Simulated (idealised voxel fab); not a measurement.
The document below concerns the process module designated voxel transistor to metal.
We display cut, a cross-section 185 nm in width whose square cells are each 5 nm.
Cross-section, as written here: a square-cell grid given band by band from the top down, where a band holds one or more rows of cells.
In this notation a band is specified by the heights of its top and bottom, in that order and in nm, after which its materials appear from left to right, each paired with its width in nm. The word "edge to edge" attached to a single material means that material fills the band from edge to edge; the word "blank" stands for empty space.
Counting heights begins at 0, where everything beneath is, in the wafer as received, one material. The lowest band has no bottom; it goes on downwards, as "from 0 down" shows.
So if you see something like "30 to 40" for the width, read it as the top row of the band sitting at the first number and the bottom row at the second, with every row in between moving by the same amount as the last.
"same as before" (step): cross-section cells unchanged, all of them.
In the "Closed void register" entry, you get each enclosed empty space of 8 cells or more, one with no open way to the top, written width x height at distance, distance from the left edge, in nm.
Formally, on a step line, whatever follows the settings is a remark that the simulator itself makes on the step.
"overlay nm", when on a step's line for a step with a mask, measures how far to the right of its planned place the mask lay; a negative measure means to the left.
For the reader: what remains of this document is a series of pairs, each showing a cross-section before one process step and a cross-section after that step which reaches down only to the lowest band that changed, with the step between them and its settings set out under the pair. It should not be assumed that a pair continues from the pair above it; the pairs can come from different runs of this module on the same starting wafer, and such continuity exists only where the entry headed "Pre-step cross-section" says so.

# Pre-step cross-section
    from 80 to 55 = lowk 40 nm; SiN 5 nm; Ru 20 nm; SiN 5 nm; lowk 45 nm; SiN 5 nm; Ru 20 nm; SiN 5 nm; lowk 40 nm
    from 55 to 50 = SiN 45 nm; TiN 20 nm; SiN 55 nm; TiN 20 nm; SiN 45 nm
    from 50 to 40 = SiO2 45 nm; TiN 5 nm; W 10 nm; TiN 5 nm; SiO2 55 nm; TiN 5 nm; W 10 nm; TiN 5 nm; SiO2 45 nm
    from 40 to 35 = SiO2 45 nm; TiN 5 nm; W 10 nm; TiN 5 nm; SiO2 10 nm; SiN 5 nm; SiO2 5 nm; SiCN 15 nm; SiO2 5 nm; SiN 5 nm; SiO2 10 nm; TiN 5 nm; W 10 nm; TiN 5 nm; SiO2 45 nm
    from 35 to 30 = SiO2 45 nm; TiN 20 nm; SiO2 10 nm; SiN 5 nm; SiO2 5 nm; SiCN 15 nm; SiO2 5 nm; SiN 5 nm; SiO2 10 nm; TiN 20 nm; SiO2 45 nm
    from 30 to 25 = SiCN edge to edge
    from 25 to 0 = polySi edge to edge
    from 0 to -5 = SiO2 edge to edge
    from -5 to -25 = SiO2 45 nm; Si 95 nm; SiO2 45 nm
    from -25 down = Si edge to edge
    Closed void register: none

# Sectional View, Post-Process
    from 85 to 80 = SiCN edge to edge
    Note: structure below 80 unchanged.
    Closed void register: none
Step that separates the before view from the after view above: op CONFORMAL_DEP | material SiCN | thk nm 5

# Pre-step cross-section
    from 40 to 35 = blank 75 nm; SiN 5 nm; blank 5 nm; SiCN 15 nm; blank 5 nm; SiN 5 nm; blank 75 nm
    from 35 to 25 = blank 75 nm; SiN 5 nm; SiO2 5 nm; SiCN 15 nm; SiO2 5 nm; SiN 5 nm; blank 75 nm
    from 25 to 0 = blank 75 nm; SiN 5 nm; SiO2 5 nm; polySi 15 nm; SiO2 5 nm; SiN 5 nm; blank 75 nm
    from 0 to -5 = blank 75 nm; SiO2 35 nm; blank 75 nm
    from -5 to -25 = SiO2 45 nm; Si 95 nm; SiO2 45 nm
    from -25 down = Si edge to edge
    Closed void register: none

# Sectional View, Post-Process
    from 40 to 35 = blank 75 nm; SiN 5 nm; blank 5 nm; SiCN 15 nm; blank 5 nm; SiN 5 nm; blank 75 nm
    from 35 to 25 = blank 75 nm; SiN 5 nm; SiO2 5 nm; SiCN 15 nm; SiO2 5 nm; SiN 5 nm; blank 75 nm
    from 25 to 5 = blank 75 nm; SiN 5 nm; SiO2 5 nm; polySi 15 nm; SiO2 5 nm; SiN 5 nm; blank 75 nm
    from 5 to 0 = blank 35 nm; pSi 40 nm; SiN 5 nm; SiO2 5 nm; polySi 15 nm; SiO2 5 nm; SiN 5 nm; pSi 40 nm; blank 35 nm
    from 0 to -5 = blank 35 nm; pSi 40 nm; SiO2 35 nm; pSi 40 nm; blank 35 nm
    Note: structure below -5 unchanged.
    Closed void register: none
Step that separates the before view from the after view above: op EPI | material pSi | thk nm 10

Pre-step cross-section: taken from the pair above, after panel.

# Sectional View, Post-Process
    from 40 to 35 = blank 75 nm; SiN 5 nm; blank 5 nm; SiCN 15 nm; blank 5 nm; SiN 5 nm; blank 75 nm
    from 35 to 25 = blank 75 nm; SiN 5 nm; SiO2 5 nm; SiCN 15 nm; SiO2 5 nm; SiN 5 nm; blank 75 nm
    from 25 to 0 = blank 75 nm; SiN 5 nm; SiO2 5 nm; polySi 15 nm; SiO2 5 nm; SiN 5 nm; blank 75 nm
    Note: structure below 0 unchanged.
    Closed void register: none
Step that separates the before view from the after view above: op DIRECTIONAL_ETCH | etch materials Si | depth nm 5

Pre-step cross-section: taken from the pair above, after panel.

# Sectional View, Post-Process
    from 50 to 40 = SiO2 edge to edge
    from 40 to 25 = SiO2 75 nm; SiN 5 nm; SiO2 5 nm; SiCN 15 nm; SiO2 5 nm; SiN 5 nm; SiO2 75 nm
    from 25 to 0 = SiO2 75 nm; SiN 5 nm; SiO2 5 nm; polySi 15 nm; SiO2 5 nm; SiN 5 nm; SiO2 75 nm
    from 0 to -5 = SiO2 35 nm; pSi 40 nm; SiO2 35 nm; pSi 40 nm; SiO2 35 nm
    Note: structure below -5 unchanged.
    Closed void register: none
Step that separates the before view from the after view above: op FILL_DEP | material SiO2 | thk nm 10

Pre-step cross-section: taken from the pair above, after panel.

# Sectional View, Post-Process
    from 40 to 25 = SiO2 75 nm; SiN 5 nm; SiO2 5 nm; SiCN 15 nm; SiO2 5 nm; SiN 5 nm; SiO2 75 nm
    Note: structure below 25 unchanged.
    Closed void register: none
Step that separates the before view from the after view above: op CMP | height nm 40

Pre-step cross-section: taken from the pair above, after panel.

# Sectional View, Post-Process
    from 50 to 40 = SiO2 edge to edge
    Note: structure below 40 unchanged.
    Closed void register: none
Step that separates the before view from the after view above: op DIRECTIONAL_DEP | material SiO2 | thk nm 10

Pre-step cross-section: taken from the pair above, after panel.

# Sectional View, Post-Process
    from 65 to 50 = resist 45 nm; blank 20 nm; resist 55 nm; blank 20 nm; resist 45 nm
    Note: structure below 50 unchanged.
    Closed void register: none
Step that separates the before view from the after view above: op PATTERN | tone open | mask id CONTACT | material resist | width nm 20 | pitch nm 75 | thk nm 15 | overlay nm 0

Pre-step cross-section: taken from the pair above, after panel.

# Sectional View, Post-Process
    from 65 to 50 = resist 45 nm; blank 20 nm; resist 55 nm; blank 20 nm; resist 45 nm
    from 50 to 40 = SiO2 45 nm; blank 20 nm; SiO2 55 nm; blank 20 nm; SiO2 45 nm
    from 40 to 25 = SiO2 45 nm; blank 20 nm; SiO2 10 nm; SiN 5 nm; SiO2 5 nm; SiCN 15 nm; SiO2 5 nm; SiN 5 nm; SiO2 10 nm; blank 20 nm; SiO2 45 nm
    from 25 to 0 = SiO2 45 nm; blank 20 nm; SiO2 10 nm; SiN 5 nm; SiO2 5 nm; polySi 15 nm; SiO2 5 nm; SiN 5 nm; SiO2 10 nm; blank 20 nm; SiO2 45 nm
    Note: structure below 0 unchanged.
    Closed void register: none
Step that separates the before view from the after view above: op DIRECTIONAL_ETCH | etch materials SiO2 | depth nm 50

Pre-step cross-section: taken from the pair above, after panel.

# Sectional View, Post-Process
    from 50 to 40 = SiO2 45 nm; blank 20 nm; SiO2 55 nm; blank 20 nm; SiO2 45 nm
    Note: structure below 40 unchanged.
    Closed void register: none
Step that separates the before view from the after view above: op STRIP | etch materials resist

Pre-step cross-section: taken from the pair above, after panel.

# Sectional View, Post-Process
    from 55 to 50 = TiN 50 nm; blank 10 nm; TiN 65 nm; blank 10 nm; TiN 50 nm
    from 50 to 40 = SiO2 45 nm; TiN 5 nm; blank 10 nm; TiN 5 nm; SiO2 55 nm; TiN 5 nm; blank 10 nm; TiN 5 nm; SiO2 45 nm
    from 40 to 25 = SiO2 45 nm; TiN 5 nm; blank 10 nm; TiN 5 nm; SiO2 10 nm; SiN 5 nm; SiO2 5 nm; SiCN 15 nm; SiO2 5 nm; SiN 5 nm; SiO2 10 nm; TiN 5 nm; blank 10 nm; TiN 5 nm; SiO2 45 nm
    from 25 to 5 = SiO2 45 nm; TiN 5 nm; blank 10 nm; TiN 5 nm; SiO2 10 nm; SiN 5 nm; SiO2 5 nm; polySi 15 nm; SiO2 5 nm; SiN 5 nm; SiO2 10 nm; TiN 5 nm; blank 10 nm; TiN 5 nm; SiO2 45 nm
    from 5 to 0 = SiO2 45 nm; TiN 20 nm; SiO2 10 nm; SiN 5 nm; SiO2 5 nm; polySi 15 nm; SiO2 5 nm; SiN 5 nm; SiO2 10 nm; TiN 20 nm; SiO2 45 nm
    Note: structure below 0 unchanged.
    Closed void register: none
Step that separates the before view from the after view above: op CONFORMAL_DEP | material TiN | thk nm 5

Pre-step cross-section: taken from the pair above, after panel.

# Sectional View, Post-Process
    from 65 to 55 = W edge to edge
    from 55 to 50 = TiN 50 nm; W 10 nm; TiN 65 nm; W 10 nm; TiN 50 nm
    from 50 to 40 = SiO2 45 nm; TiN 5 nm; W 10 nm; TiN 5 nm; SiO2 55 nm; TiN 5 nm; W 10 nm; TiN 5 nm; SiO2 45 nm
    from 40 to 25 = SiO2 45 nm; TiN 5 nm; W 10 nm; TiN 5 nm; SiO2 10 nm; SiN 5 nm; SiO2 5 nm; SiCN 15 nm; SiO2 5 nm; SiN 5 nm; SiO2 10 nm; TiN 5 nm; W 10 nm; TiN 5 nm; SiO2 45 nm
    from 25 to 5 = SiO2 45 nm; TiN 5 nm; W 10 nm; TiN 5 nm; SiO2 10 nm; SiN 5 nm; SiO2 5 nm; polySi 15 nm; SiO2 5 nm; SiN 5 nm; SiO2 10 nm; TiN 5 nm; W 10 nm; TiN 5 nm; SiO2 45 nm
    Note: structure below 5 unchanged.
    Closed void register: none
Step that separates the before view from the after view above: op FILL_DEP | material W | thk nm 10

Pre-step cross-section: taken from the pair above, after panel.

# Sectional View, Post-Process
    from 50 to 40 = SiO2 45 nm; TiN 5 nm; W 10 nm; TiN 5 nm; SiO2 55 nm; TiN 5 nm; W 10 nm; TiN 5 nm; SiO2 45 nm
    Note: structure below 40 unchanged.
    Closed void register: none
Step that separates the before view from the after view above: op CMP | height nm 50

Pre-step cross-section: taken from the pair above, after panel.

# Sectional View, Post-Process
    from 55 to 50 = TiN edge to edge
    Note: structure below 50 unchanged.
    Closed void register: none
Step that separates the before view from the after view above: op DIRECTIONAL_DEP | material TiN | thk nm 5

Pre-step cross-section: taken from the pair above, after panel.

# Sectional View, Post-Process
    from 80 to 55 = Ru edge to edge
    Note: structure below 55 unchanged.
    Closed void register: none
Step that separates the before view from the after view above: op DIRECTIONAL_DEP | material Ru | thk nm 25

Pre-step cross-section: taken from the pair above, after panel.

# Sectional View, Post-Process
    from 90 to 80 = aC edge to edge
    Note: structure below 80 unchanged.
    Closed void register: none
Step that separates the before view from the after view above: op DIRECTIONAL_DEP | material aC | thk nm 10

Pre-step cross-section: taken from the pair above, after panel.

# Sectional View, Post-Process
    from 120 to 90 = blank 45 nm; resist 20 nm; blank 55 nm; resist 20 nm; blank 45 nm
    Note: structure below 90 unchanged.
    Closed void register: none
Step that separates the before view from the after view above: op PATTERN | tone cover | mask id METAL_1 | material resist | width nm 20 | pitch nm 75 | thk nm 30 | overlay nm 0

Pre-step cross-section: taken from the pair above, after panel.

# Sectional View, Post-Process
    from 110 to 90 = blank 45 nm; resist 20 nm; blank 55 nm; resist 20 nm; blank 45 nm
    from 90 to 80 = blank 45 nm; aC 20 nm; blank 55 nm; aC 20 nm; blank 45 nm
    Note: structure below 80 unchanged.
    Closed void register: none
Step that separates the before view from the after view above: op DIRECTIONAL_ETCH | etch materials aC | depth nm 10

Pre-step cross-section: taken from the pair above, after panel.

# Sectional View, Post-Process
    from 90 to 80 = blank 45 nm; aC 20 nm; blank 55 nm; aC 20 nm; blank 45 nm
    Note: structure below 80 unchanged.
    Closed void register: none
Step that separates the before view from the after view above: op STRIP | etch materials resist

Pre-step cross-section: taken from the pair above, after panel.

# Sectional View, Post-Process
    from 90 to 80 = blank 45 nm; aC 20 nm; blank 55 nm; aC 20 nm; blank 45 nm
    from 80 to 55 = blank 45 nm; Ru 20 nm; blank 55 nm; Ru 20 nm; blank 45 nm
    Note: structure below 55 unchanged.
    Closed void register: none
Step that separates the before view from the after view above: op DIRECTIONAL_ETCH | etch materials Ru | depth nm 25

Pre-step cross-section: taken from the pair above, after panel.

# Sectional View, Post-Process
    from 90 to 80 = blank 45 nm; aC 20 nm; blank 55 nm; aC 20 nm; blank 45 nm
    from 80 to 55 = blank 45 nm; Ru 20 nm; blank 55 nm; Ru 20 nm; blank 45 nm
    from 55 to 50 = blank 45 nm; TiN 20 nm; blank 55 nm; TiN 20 nm; blank 45 nm
    Note: structure below 50 unchanged.
    Closed void register: none
Step that separates the before view from the after view above: op DIRECTIONAL_ETCH | etch materials TiN | depth nm 5

Pre-step cross-section: taken from the pair above, after panel.

# Sectional View, Post-Process
    from 80 to 55 = blank 45 nm; Ru 20 nm; blank 55 nm; Ru 20 nm; blank 45 nm
    Note: structure below 55 unchanged.
    Closed void register: none
Step that separates the before view from the after view above: op STRIP | etch materials aC

Pre-step cross-section: taken from the pair above, after panel.

# Sectional View, Post-Process
    from 85 to 80 = blank 40 nm; SiN 30 nm; blank 45 nm; SiN 30 nm; blank 40 nm
    from 80 to 55 = blank 40 nm; SiN 5 nm; Ru 20 nm; SiN 5 nm; blank 45 nm; SiN 5 nm; Ru 20 nm; SiN 5 nm; blank 40 nm
    from 55 to 50 = SiN 45 nm; TiN 20 nm; SiN 55 nm; TiN 20 nm; SiN 45 nm
    Note: structure below 50 unchanged.
    Closed void register: none
Step that separates the before view from the after view above: op CONFORMAL_DEP | material SiN | thk nm 5

Pre-step cross-section: taken from the pair above, after panel.

# Sectional View, Post-Process
    from 90 to 85 = lowk edge to edge
    from 85 to 80 = lowk 40 nm; SiN 30 nm; lowk 45 nm; SiN 30 nm; lowk 40 nm
    from 80 to 55 = lowk 40 nm; SiN 5 nm; Ru 20 nm; SiN 5 nm; lowk 45 nm; SiN 5 nm; Ru 20 nm; SiN 5 nm; lowk 40 nm
    Note: structure below 55 unchanged.
    Closed void register: none
Step that separates the before view from the after view above: op FILL_DEP | material lowk | thk nm 5

Pre-step cross-section: taken from the pair above, after panel.

# Sectional View, Post-Process
    from 80 to 55 = lowk 40 nm; SiN 5 nm; Ru 20 nm; SiN 5 nm; lowk 45 nm; SiN 5 nm; Ru 20 nm; SiN 5 nm; lowk 40 nm
    Note: structure below 55 unchanged.
    Closed void register: none
Step that separates the before view from the after view above: op CMP | height nm 80

Pre-step cross-section: taken from the pair above, after panel.

# Sectional View, Post-Process
    from 85 to 80 = SiCN edge to edge
    Note: structure below 80 unchanged.
    Closed void register: none
Step that separates the before view from the after view above: op CONFORMAL_DEP | material SiCN | thk nm 5

# Pre-step cross-section
    from 65 to 55 = W edge to edge
    from 55 to 50 = TiN 50 nm; W 10 nm; TiN 65 nm; W 10 nm; TiN 50 nm
    from 50 to 40 = SiO2 45 nm; TiN 5 nm; W 10 nm; TiN 5 nm; SiO2 55 nm; TiN 5 nm; W 10 nm; TiN 5 nm; SiO2 45 nm
    from 40 to 25 = SiO2 45 nm; TiN 5 nm; W 10 nm; TiN 5 nm; SiO2 10 nm; SiN 5 nm; SiO2 5 nm; SiCN 15 nm; SiO2 5 nm; SiN 5 nm; SiO2 10 nm; TiN 5 nm; W 10 nm; TiN 5 nm; SiO2 45 nm
    from 25 to 5 = SiO2 45 nm; TiN 5 nm; W 10 nm; TiN 5 nm; SiO2 10 nm; SiN 5 nm; SiO2 5 nm; polySi 15 nm; SiO2 5 nm; SiN 5 nm; SiO2 10 nm; TiN 5 nm; W 10 nm; TiN 5 nm; SiO2 45 nm
    from 5 to 0 = SiO2 45 nm; TiN 20 nm; pSi 10 nm; SiN 5 nm; SiO2 5 nm; polySi 15 nm; SiO2 5 nm; SiN 5 nm; pSi 10 nm; TiN 20 nm; SiO2 45 nm
    from 0 to -5 = SiO2 40 nm; pSi 35 nm; SiO2 35 nm; pSi 35 nm; SiO2 40 nm
    from -5 to -10 = SiO2 45 nm; pSi 30 nm; Si 35 nm; pSi 30 nm; SiO2 45 nm
    from -10 to -25 = SiO2 45 nm; Si 95 nm; SiO2 45 nm
    from -25 down = Si edge to edge
    Closed void register: none

# Sectional View, Post-Process
    from 60 to 55 = W edge to edge
    Note: structure below 55 unchanged.
    Closed void register: none
Step that separates the before view from the after view above: op CMP | height nm 60

Pre-step cross-section: taken from the pair above, after panel.

# Sectional View, Post-Process
    from 65 to 60 = TiN edge to edge
    Note: structure below 60 unchanged.
    Closed void register: none
Step that separates the before view from the after view above: op DIRECTIONAL_DEP | material TiN | thk nm 5

Pre-step cross-section: taken from the pair above, after panel.

# Sectional View, Post-Process
    from 90 to 65 = Ru edge to edge
    Note: structure below 65 unchanged.
    Closed void register: none
Step that separates the before view from the after view above: op DIRECTIONAL_DEP | material Ru | thk nm 25

Pre-step cross-section: taken from the pair above, after panel.

# Sectional View, Post-Process
    from 100 to 90 = aC edge to edge
    Note: structure below 90 unchanged.
    Closed void register: none
Step that separates the before view from the after view above: op DIRECTIONAL_DEP | material aC | thk nm 10

Pre-step cross-section: taken from the pair above, after panel.

# Sectional View, Post-Process
    from 130 to 100 = blank 45 nm; resist 20 nm; blank 55 nm; resist 20 nm; blank 45 nm
    Note: structure below 100 unchanged.
    Closed void register: none
Step that separates the before view from the after view above: op PATTERN | tone cover | mask id METAL_1 | material resist | width nm 20 | pitch nm 75 | thk nm 30 | overlay nm 0

Pre-step cross-section: taken from the pair above, after panel.

# Sectional View, Post-Process
    from 120 to 100 = blank 45 nm; resist 20 nm; blank 55 nm; resist 20 nm; blank 45 nm
    from 100 to 90 = blank 45 nm; aC 20 nm; blank 55 nm; aC 20 nm; blank 45 nm
    Note: structure below 90 unchanged.
    Closed void register: none
Step that separates the before view from the after view above: op DIRECTIONAL_ETCH | etch materials aC | depth nm 10

Pre-step cross-section: taken from the pair above, after panel.

# Sectional View, Post-Process
    from 100 to 90 = blank 45 nm; aC 20 nm; blank 55 nm; aC 20 nm; blank 45 nm
    Note: structure below 90 unchanged.
    Closed void register: none
Step that separates the before view from the after view above: op STRIP | etch materials resist

Pre-step cross-section: taken from the pair above, after panel.

# Sectional View, Post-Process
    from 100 to 90 = blank 45 nm; aC 20 nm; blank 55 nm; aC 20 nm; blank 45 nm
    from 90 to 65 = blank 45 nm; Ru 20 nm; blank 55 nm; Ru 20 nm; blank 45 nm
    Note: structure below 65 unchanged.
    Closed void register: none
Step that separates the before view from the after view above: op DIRECTIONAL_ETCH | etch materials Ru | depth nm 25

Pre-step cross-section: taken from the pair above, after panel.

# Sectional View, Post-Process
    from 100 to 90 = blank 45 nm; aC 20 nm; blank 55 nm; aC 20 nm; blank 45 nm
    from 90 to 65 = blank 45 nm; Ru 20 nm; blank 55 nm; Ru 20 nm; blank 45 nm
    from 65 to 60 = blank 45 nm; TiN 20 nm; blank 55 nm; TiN 20 nm; blank 45 nm
    Note: structure below 60 unchanged.
    Closed void register: none
Step that separates the before view from the after view above: op DIRECTIONAL_ETCH | etch materials TiN | depth nm 5

Pre-step cross-section: taken from the pair above, after panel.

# Sectional View, Post-Process
    from 90 to 65 = blank 45 nm; Ru 20 nm; blank 55 nm; Ru 20 nm; blank 45 nm
    Note: structure below 65 unchanged.
    Closed void register: none
Step that separates the before view from the after view above: op STRIP | etch materials aC

Pre-step cross-section: taken from the pair above, after panel.

# Sectional View, Post-Process
    from 95 to 90 = blank 40 nm; SiN 30 nm; blank 45 nm; SiN 30 nm; blank 40 nm
    from 90 to 65 = blank 40 nm; SiN 5 nm; Ru 20 nm; SiN 5 nm; blank 45 nm; SiN 5 nm; Ru 20 nm; SiN 5 nm; blank 40 nm
    from 65 to 60 = SiN 45 nm; TiN 20 nm; SiN 55 nm; TiN 20 nm; SiN 45 nm
    Note: structure below 60 unchanged.
    Closed void register: none
Step that separates the before view from the after view above: op CONFORMAL_DEP | material SiN | thk nm 5

Pre-step cross-section: taken from the pair above, after panel.

# Sectional View, Post-Process
    from 100 to 95 = lowk edge to edge
    from 95 to 90 = lowk 40 nm; SiN 30 nm; lowk 45 nm; SiN 30 nm; lowk 40 nm
    from 90 to 65 = lowk 40 nm; SiN 5 nm; Ru 20 nm; SiN 5 nm; lowk 45 nm; SiN 5 nm; Ru 20 nm; SiN 5 nm; lowk 40 nm
    Note: structure below 65 unchanged.
    Closed void register: none
Step that separates the before view from the after view above: op FILL_DEP | material lowk | thk nm 5

Pre-step cross-section: taken from the pair above, after panel.

# Sectional View, Post-Process
    from 80 to 65 = lowk 40 nm; SiN 5 nm; Ru 20 nm; SiN 5 nm; lowk 45 nm; SiN 5 nm; Ru 20 nm; SiN 5 nm; lowk 40 nm
    Note: structure below 65 unchanged.
    Closed void register: none
Step that separates the before view from the after view above: op CMP | height nm 80

Pre-step cross-section: taken from the pair above, after panel.

# Sectional View, Post-Process
    from 85 to 80 = SiCN edge to edge
    Note: structure below 80 unchanged.
    Closed void register: none
Step that separates the before view from the after view above: op CONFORMAL_DEP | material SiCN | thk nm 5

# Pre-step cross-section
    from 90 to 80 = aC edge to edge
    from 80 to 55 = Ru edge to edge
    from 55 to 50 = TiN edge to edge
    from 50 to 40 = SiO2 45 nm; TiN 5 nm; W 10 nm; TiN 5 nm; SiO2 55 nm; TiN 5 nm; W 10 nm; TiN 5 nm; SiO2 45 nm
    from 40 to 25 = SiO2 45 nm; TiN 5 nm; W 10 nm; TiN 5 nm; SiO2 10 nm; SiN 5 nm; SiO2 5 nm; SiCN 15 nm; SiO2 5 nm; SiN 5 nm; SiO2 10 nm; TiN 5 nm; W 10 nm; TiN 5 nm; SiO2 45 nm
    from 25 to 5 = SiO2 45 nm; TiN 5 nm; W 10 nm; TiN 5 nm; SiO2 10 nm; SiN 5 nm; SiO2 5 nm; polySi 15 nm; SiO2 5 nm; SiN 5 nm; SiO2 10 nm; TiN 5 nm; W 10 nm; TiN 5 nm; SiO2 45 nm
    from 5 to 0 = SiO2 45 nm; TiN 20 nm; pSi 10 nm; SiN 5 nm; SiO2 5 nm; polySi 15 nm; SiO2 5 nm; SiN 5 nm; pSi 10 nm; TiN 20 nm; SiO2 45 nm
    from 0 to -5 = SiO2 40 nm; pSi 35 nm; SiO2 35 nm; pSi 35 nm; SiO2 40 nm
    from -5 to -10 = SiO2 45 nm; pSi 30 nm; Si 35 nm; pSi 30 nm; SiO2 45 nm
    from -10 to -25 = SiO2 45 nm; Si 95 nm; SiO2 45 nm
    from -25 down = Si edge to edge
    Closed void register: none

# Sectional View, Post-Process
    from 120 to 90 = blank 40 nm; resist 30 nm; blank 45 nm; resist 30 nm; blank 40 nm
    Note: structure below 90 unchanged.
    Closed void register: none
Step that separates the before view from the after view above: op PATTERN | tone cover | mask id METAL_1 | material resist | width nm 30 | pitch nm 75 | thk nm 30 | overlay nm 0

Pre-step cross-section: taken from the pair above, after panel.

# Sectional View, Post-Process
    from 110 to 90 = blank 40 nm; resist 30 nm; blank 45 nm; resist 30 nm; blank 40 nm
    from 90 to 80 = blank 40 nm; aC 30 nm; blank 45 nm; aC 30 nm; blank 40 nm
    Note: structure below 80 unchanged.
    Closed void register: none
Step that separates the before view from the after view above: op DIRECTIONAL_ETCH | etch materials aC | depth nm 10

Pre-step cross-section: taken from the pair above, after panel.

# Sectional View, Post-Process
    from 90 to 80 = blank 40 nm; aC 30 nm; blank 45 nm; aC 30 nm; blank 40 nm
    Note: structure below 80 unchanged.
    Closed void register: none
Step that separates the before view from the after view above: op STRIP | etch materials resist

Pre-step cross-section: taken from the pair above, after panel.

# Sectional View, Post-Process
    from 90 to 80 = blank 40 nm; aC 30 nm; blank 45 nm; aC 30 nm; blank 40 nm
    from 80 to 55 = blank 40 nm; Ru 30 nm; blank 45 nm; Ru 30 nm; blank 40 nm
    Note: structure below 55 unchanged.
    Closed void register: none
Step that separates the before view from the after view above: op DIRECTIONAL_ETCH | etch materials Ru | depth nm 25

Pre-step cross-section: taken from the pair above, after panel.

# Sectional View, Post-Process
    from 90 to 80 = blank 40 nm; aC 30 nm; blank 45 nm; aC 30 nm; blank 40 nm
    from 80 to 55 = blank 40 nm; Ru 30 nm; blank 45 nm; Ru 30 nm; blank 40 nm
    from 55 to 50 = blank 40 nm; TiN 30 nm; blank 45 nm; TiN 30 nm; blank 40 nm
    Note: structure below 50 unchanged.
    Closed void register: none
Step that separates the before view from the after view above: op DIRECTIONAL_ETCH | etch materials TiN | depth nm 5

Pre-step cross-section: taken from the pair above, after panel.

# Sectional View, Post-Process
    from 80 to 55 = blank 40 nm; Ru 30 nm; blank 45 nm; Ru 30 nm; blank 40 nm
    Note: structure below 55 unchanged.
    Closed void register: none
Step that separates the before view from the after view above: op STRIP | etch materials aC

Pre-step cross-section: taken from the pair above, after panel.

# Sectional View, Post-Process
    from 85 to 80 = blank 35 nm; SiN 40 nm; blank 35 nm; SiN 40 nm; blank 35 nm
    from 80 to 55 = blank 35 nm; SiN 5 nm; Ru 30 nm; SiN 5 nm; blank 35 nm; SiN 5 nm; Ru 30 nm; SiN 5 nm; blank 35 nm
    from 55 to 50 = SiN 40 nm; TiN 30 nm; SiN 45 nm; TiN 30 nm; SiN 40 nm
    Note: structure below 50 unchanged.
    Closed void register: none
Step that separates the before view from the after view above: op CONFORMAL_DEP | material SiN | thk nm 5

Pre-step cross-section: taken from the pair above, after panel.

# Sectional View, Post-Process
    from 90 to 85 = lowk edge to edge
    from 85 to 80 = lowk 35 nm; SiN 40 nm; lowk 35 nm; SiN 40 nm; lowk 35 nm
    from 80 to 55 = lowk 35 nm; SiN 5 nm; Ru 30 nm; SiN 5 nm; lowk 35 nm; SiN 5 nm; Ru 30 nm; SiN 5 nm; lowk 35 nm
    Note: structure below 55 unchanged.
    Closed void register: none
Step that separates the before view from the after view above: op FILL_DEP | material lowk | thk nm 5

Pre-step cross-section: taken from the pair above, after panel.

# Sectional View, Post-Process
    from 80 to 55 = lowk 35 nm; SiN 5 nm; Ru 30 nm; SiN 5 nm; lowk 35 nm; SiN 5 nm; Ru 30 nm; SiN 5 nm; lowk 35 nm
    Note: structure below 55 unchanged.
    Closed void register: none
Step that separates the before view from the after view above: op CMP | height nm 80

Pre-step cross-section: taken from the pair above, after panel.

# Sectional View, Post-Process
    from 85 to 80 = SiCN edge to edge
    Note: structure below 80 unchanged.
    Closed void register: none
Step that separates the before view from the after view above: op CONFORMAL_DEP | material SiCN | thk nm 5

# Pre-step cross-section
    from 50 to 40 = aC edge to edge
    from 40 to 25 = SiCN edge to edge
    from 25 to 0 = polySi edge to edge
    from 0 to -5 = SiO2 edge to edge
    from -5 to -25 = SiO2 45 nm; Si 95 nm; SiO2 45 nm
    from -25 down = Si edge to edge
    Closed void register: none

# Sectional View, Post-Process
    from 80 to 50 = blank 90 nm; resist 15 nm; blank 80 nm
    Note: structure below 50 unchanged.
    Closed void register: none
Step that separates the before view from the after view above: op PATTERN | tone cover | mask id GATE | material resist | width nm 15 | thk nm 30 | overlay nm 5

Pre-step cross-section: taken from the pair above, after panel.

# Sectional View, Post-Process
    from 70 to 50 = blank 90 nm; resist 15 nm; blank 80 nm
    from 50 to 40 = blank 90 nm; aC 15 nm; blank 80 nm
    Note: structure below 40 unchanged.
    Closed void register: none
Step that separates the before view from the after view above: op DIRECTIONAL_ETCH | etch materials aC | depth nm 10

Pre-step cross-section: taken from the pair above, after panel.

# Sectional View, Post-Process
    from 50 to 40 = blank 90 nm; aC 15 nm; blank 80 nm
    Note: structure below 40 unchanged.
    Closed void register: none
Step that separates the before view from the after view above: op STRIP | etch materials resist

Pre-step cross-section: taken from the pair above, after panel.

# Sectional View, Post-Process
    from 50 to 40 = blank 90 nm; aC 15 nm; blank 80 nm
    from 40 to 25 = blank 90 nm; SiCN 15 nm; blank 80 nm
    Note: structure below 25 unchanged.
    Closed void register: none
Step that separates the before view from the after view above: op DIRECTIONAL_ETCH | etch materials SiCN | depth nm 25

Pre-step cross-section: taken from the pair above, after panel.

# Sectional View, Post-Process
    from 50 to 40 = blank 90 nm; aC 15 nm; blank 80 nm
    from 40 to 25 = blank 90 nm; SiCN 15 nm; blank 80 nm
    from 25 to 0 = blank 90 nm; polySi 15 nm; blank 80 nm
    Note: structure below 0 unchanged.
    Closed void register: none
Step that separates the before view from the after view above: op DIRECTIONAL_ETCH | etch materials polySi | depth nm 35

Pre-step cross-section: taken from the pair above, after panel.

# Sectional View, Post-Process
    from 40 to 25 = blank 90 nm; SiCN 15 nm; blank 80 nm
    Note: structure below 25 unchanged.
    Closed void register: none
Step that separates the before view from the after view above: op STRIP | etch materials aC

Pre-step cross-section: taken from the pair above, after panel.

# Sectional View, Post-Process
    from 45 to 40 = blank 85 nm; SiO2 25 nm; blank 75 nm
    from 40 to 25 = blank 85 nm; SiO2 5 nm; SiCN 15 nm; SiO2 5 nm; blank 75 nm
    from 25 to 5 = blank 85 nm; SiO2 5 nm; polySi 15 nm; SiO2 5 nm; blank 75 nm
    from 5 to 0 = SiO2 90 nm; polySi 15 nm; SiO2 80 nm
    Note: structure below 0 unchanged.
    Closed void register: none
Step that separates the before view from the after view above: op CONFORMAL_DEP | material SiO2 | thk nm 5

Pre-step cross-section: taken from the pair above, after panel.

# Sectional View, Post-Process
    from 40 to 25 = blank 85 nm; SiO2 5 nm; SiCN 15 nm; SiO2 5 nm; blank 75 nm
    from 25 to 0 = blank 85 nm; SiO2 5 nm; polySi 15 nm; SiO2 5 nm; blank 75 nm
    Note: structure below 0 unchanged.
    Closed void register: none
Step that separates the before view from the after view above: op DIRECTIONAL_ETCH | etch materials SiO2 | depth nm 5
